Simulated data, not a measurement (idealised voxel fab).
process module | voxel capacitor over wiring
cross-section cut | 170 nm wide | cells 5 nm
A cross-section is a grid of square cells, given in bands from the top down. A band is one or more rows of cells.
Each band's line starts with the height of the band's top and of its bottom, in nm. Then come its materials from left to right, each with its width in nm. One material with "throughout" fills the band from edge to edge. "air" is empty space.
Height 0 is the level under which the wafer as received is all one material. The lowest band goes on downwards, as in "0 down".
A width such as "30 to 40" changes by the same amount from each row of cells to the next, from the band's top row to its bottom row.
"no change" after a step means that no cell of the cross-section changed.
closed voids: empty space of 8 cells or more with no open way to the top, each as width x height at its distance from the left edge, in nm
after a step's settings: what the simulator itself notes on the step
overlay nm, on a step with a mask: how far to the right of its planned place the mask lay; to the left if negative
plan
1 op RECEIVE | material Si
2 op CONFORMAL_DEP | material SiO2 | thk nm 10
3 op CONFORMAL_DEP | material SiN | thk nm 5
4 op DIRECTIONAL_DEP | material lowk | thk nm 20
5 op PATTERN | tone open | mask id METAL_1 | material resist | width nm 25 | pitch nm 90 | thk nm 20 | overlay nm 0
6 op DIRECTIONAL_ETCH | etch materials lowk | depth nm 20
7 op DIRECTIONAL_ETCH | etch materials SiN | depth nm 5
8 op STRIP | etch materials resist
9 op CONFORMAL_DEP | material TiN | thk nm 5
10 op FILL_DEP | material Ru | thk nm 5
11 op CMP | height nm 35
12 op CONFORMAL_DEP | material SiCN | thk nm 5
13 op DIRECTIONAL_DEP | material lowk | thk nm 20
14 op MASKED_ETCH | tone open | mask id PLUG_1 | width nm 15 | etch materials lowk | depth nm 20 | overlay nm 0
15 op MASKED_ETCH | tone open | mask id PLUG_1 | width nm 15 | etch materials SiCN | depth nm 5 | overlay nm 0
16 op CONFORMAL_DEP | material TiN | thk nm 5
17 op FILL_DEP | material Ru | thk nm 5
18 op CMP | height nm 60
19 op DIRECTIONAL_DEP | material TiN | thk nm 5
20 op DIRECTIONAL_DEP | material SiN | thk nm 5
21 op DIRECTIONAL_DEP | material TiN | thk nm 10
22 op MASKED_ETCH | tone cover | mask id UPPER_PLATE | width nm 70 | etch materials TiN | depth nm 10 | overlay nm 0
23 op MASKED_ETCH | tone cover | mask id UPPER_PLATE | width nm 70 | etch materials SiN | depth nm 5 | overlay nm 0
24 op MASKED_ETCH | tone cover | mask id LOWER_PLATE | width nm 80 | etch materials TiN | depth nm 5 | overlay nm 0
25 op FILL_DEP | material SiO2 | thk nm 20
26 op CMP | height nm 95
27 op PATTERN | tone open | mask id PLUG_2 | material resist | width nm 15 | thk nm 15 | overlay nm 0
28 op DIRECTIONAL_ETCH | etch materials SiO2 | depth nm 15
29 op STRIP | etch materials resist
30 op CONFORMAL_DEP | material TiN | thk nm 5
31 op FILL_DEP | material Ru | thk nm 5
32 op CMP | height nm 95
33 op CONFORMAL_DEP | material SiCN | thk nm 5
as received, after step 1
  0 down: Si throughout
  closed voids: none
a wafer at the end: this start, this plan, one mistake
  100 to 95: SiCN throughout
  95 to 85: SiO2 45 | TiN 5 | Ru 5 | TiN 5 | SiO2 110
  85 to 80: SiO2 45 | TiN 15 | SiO2 110
  80 to 75: SiO2 35 | SiN 70 | SiO2 65
  75 to 70: SiO2 30 | TiN 80 | SiO2 60
  70 to 60: TiN throughout
  60 to 40: lowk 35 | TiN 5 | Ru 5 | TiN 5 | lowk 120
  40 to 35: SiCN 35 | TiN 15 | SiCN 120
  35 to 15: lowk 25 | TiN 5 | Ru 15 | TiN 5 | lowk 65 | TiN 5 | Ru 15 | TiN 5 | lowk 30
  15 to 10: SiN 25 | TiN 25 | SiN 65 | TiN 25 | SiN 30
  10 to 0: SiO2 throughout
  0 down: Si throughout
  closed voids: none
what went wrong: steps 20 and 21 were swapped
